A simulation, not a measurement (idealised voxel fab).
Presented below is a process module, voxel tone inversion.
In the cross-section labelled cut, the width is 270 nm and each square cell is 5 nm.
If you're reading a cross-section in this doc, picture square cells in a grid; it comes to you as bands, top ones listed first down to the bottom, and a band can be one or more rows of cells. Within each band entry, the heights of the top and of the bottom of the band appear first, in that order and in nm; the materials of the band then follow from left to right, each with its corresponding width in nm. The designation "everywhere" on a single material indicates that it fills the band from edge to edge; the designation "blank" indicates empty space. Heights are measured from 0, the level below which the as-received wafer is all one material; the lowest band has no bottom and continues downward, written as in "0 and below". Top row gets the first number, bottom row gets the second, and each row in between changes by the same step: that is how a band width like "30 to 40" works. Step note "remained unchanged" = no cross-section cell changed. Entry "Sealed-off cavities". Content: empty spaces with no open connection to the top, size 8 cells or greater. Each: width x height at distance. Distance: from left edge. Unit: nm. Whatever follows a step's settings on its line is a remark the simulator itself makes about that step. "overlay nm" on a masked step: distance the mask lay right of its planned place, negative for left.

## The steps planned for the process are as follows
1: RECEIVE,material Si
2: CONFORMAL_DEP,material SiCN,thk nm 5
3: DIRECTIONAL_DEP,material aC,thk nm 20
4: PATTERN,tone cover,mask id POSTS,material resist,width nm 20,pitch nm 50,thk nm 30,overlay nm 0
5: DIRECTIONAL_ETCH,etch materials aC,depth nm 20
6: STRIP,etch materials resist
7: FILL_DEP,material lowk,thk nm 5
8: CMP,height nm 25
9: STRIP,etch materials aC
10: CONFORMAL_DEP,material TiN,thk nm 5
11: FILL_DEP,material Ru,thk nm 5
12: CMP,height nm 25
13: CONFORMAL_DEP,material SiN,thk nm 5

## The cross-section here shows the wafer as received, i.e. in its state after step 1
    0 and below: Si everywhere
    Sealed-off cavities: none

## Module complete, cross-section. Starting point and plan per above. One mistake made in running the module
    30 down to 25: SiN everywhere
    25 down to 10: 95 lowk | 5 TiN | 20 Ru | 5 TiN | 20 lowk | 5 TiN | 20 Ru | 5 TiN | 95 lowk
    10 down to 5: 95 lowk | 30 TiN | 20 lowk | 30 TiN | 95 lowk
    5 down to 0: SiCN everywhere
    0 and below: Si everywhere
    Sealed-off cavities: none
Error vs. plan: not per plan at step 4, really ran PATTERN,tone cover,mask id POSTS,material resist,width nm 30,pitch nm 50,thk nm 30,overlay nm 0
